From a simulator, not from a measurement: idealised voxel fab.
A process module follows: voxel tone inversion.
Section shown: cut. Width: 210 nm. Cell size: 5 nm, square.
When this document writes out a cross-section, it uses a grid of square cells and lists it as bands, beginning at the top and moving down, with a band standing for one or more rows of cells. Read a band's entry like this: the first values are the height of its top and the height of its bottom in nm, and what follows is the sequence of materials from left to right, each with its width in nm. Note that "empty" is empty space, and that a single material marked "all across" reaches across the band from edge to edge. For the purposes of this specification, 0 denotes the height below which the wafer in its as-received condition is composed wholly of one material, and the lowermost band, lacking a lower limit, extends downward without end, as expressed in "z 0 and below". Graded width ("30 to 40"): value in top row of band = first number; value in bottom row = second number; row-to-row change constant. The cross-section has no changed cell in any step marked "identical to before". Basically, "Fully enclosed voids" tells you about the enclosed voids: empty spaces with no open way to the top, 8 cells or bigger, each written width x height at distance, where distance is from the left edge, all in nm. Anything after a step's settings on that line? It's the simulator's own note about the step. You can add "overlay nm" to a step's line. For a step with a mask, it describes how far the mask lay to the right of its planned position, and a negative number describes a lay to the left.
**Process steps - plan**
1. RECEIVE with material Si
2. CONFORMAL_DEP with material SiN, thk nm 10
3. DIRECTIONAL_DEP with material aC, thk nm 25
4. PATTERN with tone cover, mask id POSTS, material resist, width nm 20, pitch nm 40, thk nm 30, overlay nm 0
5. DIRECTIONAL_ETCH with etch materials aC, depth nm 25
6. STRIP with etch materials resist
7. FILL_DEP with material lowk, thk nm 10
8. CMP with height nm 35
9. STRIP with etch materials aC
10. CONFORMAL_DEP with material TiN, thk nm 5
11. FILL_DEP with material W, thk nm 5
12. CMP with height nm 35
13. CONFORMAL_DEP with material SiCN, thk nm 5
**Incoming wafer in cross-section (state: after step 1)**
z 0 and below = Si all across
Fully enclosed voids: none
**Figure: cross-sectional view of the wafer upon completion of the module, processed from the initial state and according to the plan depicted above, with one error introduced during execution**
z 40 to 35 = SiCN all across
z 35 to 15 = lowk: 75  SiCN: 5  W: 10  SiCN: 5  lowk: 20  SiCN: 5  W: 10  SiCN: 5  lowk: 75
z 15 to 10 = lowk: 75  SiCN: 20  lowk: 20  SiCN: 20  lowk: 75
z 10 to 0 = SiN all across
z 0 and below = Si all across
Fully enclosed voids: none
Deviation noted in wafer processing: step 10 went in with a setting other than planned; the actual run was CONFORMAL_DEP with material SiCN, thk nm 5
